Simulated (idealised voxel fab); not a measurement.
process module | voxel lift off
cross-section cut | 300 nm wide | cells 5 nm
A cross-section is a grid of square cells, given in bands from the top down. A band is one or more rows of cells.
Each band's line starts with the height of the band's top and of its bottom, in nm. Then come its materials from left to right, each with its width in nm. One material with "throughout" fills the band from edge to edge. "air" is empty space.
Height 0 is the level under which the wafer as received is all one material. The lowest band goes on downwards, as in "0 down".
A width such as "30 to 40" changes by the same amount from each row of cells to the next, from the band's top row to its bottom row.
"no change" after a step means that no cell of the cross-section changed.
closed voids: empty space of 8 cells or more with no open way to the top, each as width x height at its distance from the left edge, in nm
after a step's settings: what the simulator itself notes on the step
overlay nm, on a step with a mask: how far to the right of its planned place the mask lay; to the left if negative
plan
1 op RECEIVE | material Si
2 op CONFORMAL_DEP | material SiN | thk nm 10
3 op PATTERN | tone open | mask id LINES | material resist | width nm 25 | pitch nm 50 | thk nm 20 | overlay nm 0
4 op DIRECTIONAL_DEP | material Ru | thk nm 10
5 op STRIP | etch materials resist
6 op CONFORMAL_DEP | material SiN | thk nm 5
first wafer, as planned
as received, after step 1
  0 down: Si throughout
  closed voids: none
after step 2
  10 to 0: SiN throughout
  below 0: unchanged
after step 3
  30 to 10: resist 110 | air 25 | resist 25 | air 25 | resist 115
  below 10: unchanged
after step 4
  40 to 30: Ru 110 | air 25 | Ru 25 | air 25 | Ru 115
  30 to 20: resist 110 | air 25 | resist 25 | air 25 | resist 115
  20 to 10: resist 110 | Ru 25 | resist 25 | Ru 25 | resist 115
  below 10: unchanged
after step 5
  20 to 10: air 110 | Ru 25 | air 25 | Ru 25 | air 115
  below 10: unchanged
after step 6
  25 to 20: air 105 | SiN 35 | air 15 | SiN 35 | air 110
  20 to 15: air 105 | SiN 5 | Ru 25 | SiN 5 | air 15 | SiN 5 | Ru 25 | SiN 5 | air 110
  15 to 10: SiN 110 | Ru 25 | SiN 25 | Ru 25 | SiN 115
  below 10: unchanged
second wafer: like start, like plan, one mistake. Through step 1 it matches the first wafer
when step 2 should have ended: no change
when step 3 should have ended
  20 to 0: resist 110 | air 25 | resist 25 | air 25 | resist 115
  below 0: unchanged
when step 4 should have ended
  30 to 20: Ru 110 | air 25 | Ru 25 | air 25 | Ru 115
  20 to 10: resist 110 | air 25 | resist 25 | air 25 | resist 115
  10 to 0: resist 110 | Ru 25 | resist 25 | Ru 25 | resist 115
  below 0: unchanged
when step 5 should have ended
  10 to 0: air 110 | Ru 25 | air 25 | Ru 25 | air 115
  below 0: unchanged
when step 6 should have ended
  15 to 10: air 105 | SiN 35 | air 15 | SiN 35 | air 110
  10 to 5: air 105 | SiN 5 | Ru 25 | SiN 5 | air 15 | SiN 5 | Ru 25 | SiN 5 | air 110
  5 to 0: SiN 110 | Ru 25 | SiN 25 | Ru 25 | SiN 115
  below 0: unchanged
what went wrong: step 2 was left out
at the end the second wafer has, in cells: 120 fewer of SiN
